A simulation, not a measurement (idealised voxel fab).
Process module heading - voxel wiring stack
The width of the displayed cross-section, cut, is 260 nm; its cells are square, with a size of 5 nm.
Heads up, the way a cross-section reads in here is a grid of square cells, handed over as bands from the top down, with every band being one or more rows of cells. For a band, the entry starts with two heights in nm, that of the top and then that of the bottom, and carries on with the band's materials in order from left to right, each alongside its width in nm; the word "throughout" beside a single material means it fills the band edge to edge, and "air" means empty space. Height is counted from the level 0, under which the received wafer is composed throughout of one material. The lowest of the bands is not closed at the bottom but continues downward, in the notation "0 -> down". When a width is written as two numbers, as in "30->40", the first number is the width in the top row of cells of the band and the second is the width in its bottom row, and the width changes by the same amount from each row to the next. Basically "everything unchanged" means that step didn't change any cell in the cross-section. Closed empty spaces (no open way to the top) of 8 cells or more are what "Fully sealed cavities" lists, each as width x height at distance from the left edge, nm for all three. Post-settings text on a step line: simulator's own remark regarding the step. For masked steps, "overlay nm" on the step line gives how far right of plan the mask actually lay; a minus sign means it lay to the left.

Here's what the planned process steps look like:
1: RECEIVE [material Si]
2: CONFORMAL_DEP [material SiO2] [thk nm 15]
3: CONFORMAL_DEP [material SiN] [thk nm 5]
4: DIRECTIONAL_DEP [material lowk] [thk nm 25]
5: DIRECTIONAL_DEP [material aC] [thk nm 10]
6: PATTERN [tone open] [mask id METAL_1] [material resist] [width nm 25] [pitch nm 40] [thk nm 30] [overlay nm 0]
7: DIRECTIONAL_ETCH [etch materials aC] [depth nm 10]
8: STRIP [etch materials resist]
9: DIRECTIONAL_ETCH [etch materials lowk] [depth nm 25]
10: DIRECTIONAL_ETCH [etch materials SiN] [depth nm 5]
11: STRIP [etch materials aC]
12: CONFORMAL_DEP [material TiN] [thk nm 5]
13: FILL_DEP [material Ru] [thk nm 10]
14: CMP [height nm 45]
15: EPI [material Ru] [thk nm 5]
16: FILL_DEP [material SiCN] [thk nm 5]
17: DIRECTIONAL_DEP [material lowk] [thk nm 30]
18: DIRECTIONAL_DEP [material aC] [thk nm 10]
19: PATTERN [tone open] [mask id METAL_2_HOLES] [material resist] [width nm 15] [pitch nm 40] [thk nm 25] [overlay nm 0]
20: DIRECTIONAL_ETCH [etch materials aC] [depth nm 10]
21: STRIP [etch materials resist]
22: DIRECTIONAL_ETCH [etch materials lowk] [depth nm 30]
23: STRIP [etch materials aC]
24: PATTERN [tone open] [mask id METAL_2] [material resist] [width nm 25] [pitch nm 40] [thk nm 15] [overlay nm 0]
25: DIRECTIONAL_ETCH [etch materials lowk] [depth nm 15]
26: DIRECTIONAL_ETCH [etch materials SiCN] [depth nm 5]
27: STRIP [etch materials resist]
28: CONFORMAL_DEP [material TiN] [thk nm 5]
29: FILL_DEP [material Cu] [thk nm 5]
30: CMP [height nm 85]
31: CONFORMAL_DEP [material SiN] [thk nm 5]

Wafer at receipt (post step 1), cross-section:
* 0 -> down  Si throughout
* Fully sealed cavities: none

Cross-sectional result after module completion. Note: starting condition and plan are unchanged from above; one processing mistake was made:
* 90 -> 85  SiN throughout
* 85 -> 75  55 lowk  5 TiN  25 Cu  5 TiN  5 lowk  5 TiN  25 Cu  5 TiN  5 lowk  5 TiN  25 Cu  5 TiN  5 lowk  5 TiN  25 Cu  5 TiN  50 lowk
* 75 -> 70  55 lowk  5 TiN  5 Cu  25 TiN  5 lowk  5 TiN  5 Cu  25 TiN  5 lowk  5 TiN  5 Cu  25 TiN  5 lowk  5 TiN  5 Cu  25 TiN  50 lowk
* 70 -> 60  55 lowk  5 TiN  5 Cu  5 TiN  25 lowk  5 TiN  5 Cu  5 TiN  25 lowk  5 TiN  5 Cu  5 TiN  25 lowk  5 TiN  5 Cu  5 TiN  70 lowk
* 60 -> 55  55 lowk  15 TiN  25 lowk  15 TiN  25 lowk  15 TiN  25 lowk  15 TiN  70 lowk
* 55 -> 50  65 SiCN  5 TiN  35 SiCN  5 TiN  35 SiCN  5 TiN  35 SiCN  5 TiN  70 SiCN
* 50 -> 45  50 SiCN  35 Ru  5 SiCN  35 Ru  5 SiCN  35 Ru  5 SiCN  35 Ru  55 SiCN
* 45 -> 20  55 lowk  5 TiN  15 Ru  5 TiN  15 lowk  5 TiN  15 Ru  5 TiN  15 lowk  5 TiN  15 Ru  5 TiN  15 lowk  5 TiN  15 Ru  5 TiN  60 lowk
* 20 -> 15  55 SiN  25 TiN  15 SiN  25 TiN  15 SiN  25 TiN  15 SiN  25 TiN  60 SiN
* 15 -> 0  SiO2 throughout
* 0 -> down  Si throughout
* Fully sealed cavities: none
Processing error: step 24 ran as: PATTERN [tone open] [mask id METAL_2] [material resist] [width nm 25] [pitch nm 40] [thk nm 15] [overlay nm 10]
